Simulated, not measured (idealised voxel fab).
process module | voxel released beams
cross-section cut | 170 nm wide | cells 5 nm
A cross-section is a grid of square cells, given in bands from the top down. A band is one or more rows of cells.
Each band's line starts with the height of the band's top and of its bottom, in nm. Then come its materials from left to right, each with its width in nm. One material with "throughout" fills the band from edge to edge. "air" is empty space.
Height 0 is the level under which the wafer as received is all one material. The lowest band goes on downwards, as in "0 down".
A width such as "30 to 40" changes by the same amount from each row of cells to the next, from the band's top row to its bottom row.
"no change" after a step means that no cell of the cross-section changed.
closed voids: empty space of 8 cells or more with no open way to the top, each as width x height at its distance from the left edge, in nm
after a step's settings: what the simulator itself notes on the step
overlay nm, on a step with a mask: how far to the right of its planned place the mask lay; to the left if negative
plan
1 op RECEIVE | material Si
2 op CONFORMAL_DEP | material Al2O3 | thk nm 10
3 op DIRECTIONAL_DEP | material SiO2 | thk nm 20
4 op PATTERN | tone open | mask id ANCHOR | material resist | width nm 30 | thk nm 20 | overlay nm 0
5 op DIRECTIONAL_ETCH | etch materials SiO2 | depth nm 20
6 op STRIP | etch materials resist
7 op CONFORMAL_DEP | material W | thk nm 10
8 op PATTERN | tone cover | mask id BEAM | material resist | width nm 75 | thk nm 15 | overlay nm 0
9 op DIRECTIONAL_ETCH | etch materials W | depth nm 10
10 op STRIP | etch materials resist
11 op STRIP | etch materials SiO2
first wafer, as planned
as received, after step 1
  0 down: Si throughout
  closed voids: none
after step 2
  10 to 0: Al2O3 throughout
  below 0: unchanged
after step 3
  30 to 10: SiO2 throughout
  below 10: unchanged
after step 4
  50 to 30: resist 50 | air 30 | resist 90
  below 30: unchanged
after step 5
  50 to 30: resist 50 | air 30 | resist 90
  30 to 10: SiO2 50 | air 30 | SiO2 90
  below 10: unchanged
after step 6
  30 to 10: SiO2 50 | air 30 | SiO2 90
  below 10: unchanged
after step 7
  40 to 30: W 60 | air 10 | W 100
  30 to 20: SiO2 50 | W 10 | air 10 | W 10 | SiO2 90
  20 to 10: SiO2 50 | W 30 | SiO2 90
  below 10: unchanged
after step 8
  55 to 40: air 45 | resist 75 | air 50
  40 to 30: W 60 | resist 10 | W 100
  30 to 20: SiO2 50 | W 10 | resist 10 | W 10 | SiO2 90
  below 20: unchanged
after step 9
  55 to 40: air 45 | resist 75 | air 50
  40 to 30: air 45 | W 15 | resist 10 | W 50 | air 50
  below 30: unchanged
after step 10
  40 to 30: air 45 | W 15 | air 10 | W 50 | air 50
  30 to 20: SiO2 50 | W 10 | air 10 | W 10 | SiO2 90
  below 20: unchanged
after step 11
  40 to 30: air 45 | W 15 | air 10 | W 50 | air 50
  30 to 20: air 50 | W 10 | air 10 | W 10 | air 90
  20 to 10: air 50 | W 30 | air 90
  below 10: unchanged
second wafer: like start, like plan, one mistake. Through step 1 it matches the first wafer
when step 2 should have ended
  20 to 0: SiO2 throughout
  below 0: unchanged
when step 3 should have ended
  30 to 20: Al2O3 throughout
  below 20: unchanged
when step 4 should have ended
  50 to 30: resist 50 | air 30 | resist 90
  below 30: unchanged
when step 5 should have ended: no change
when step 6 should have ended
  30 to 20: Al2O3 throughout
  below 20: unchanged
when step 7 should have ended
  40 to 30: W throughout
  below 30: unchanged
when step 8 should have ended
  55 to 40: air 45 | resist 75 | air 50
  below 40: unchanged
when step 9 should have ended
  55 to 40: air 45 | resist 75 | air 50
  40 to 30: air 45 | W 75 | air 50
  below 30: unchanged
when step 10 should have ended
  40 to 30: air 45 | W 75 | air 50
  below 30: unchanged
when step 11 should have ended: no change
what went wrong: steps 2 and 3 were swapped
at the end the second wafer has, in cells: 136 more of SiO2 | 16 fewer of W
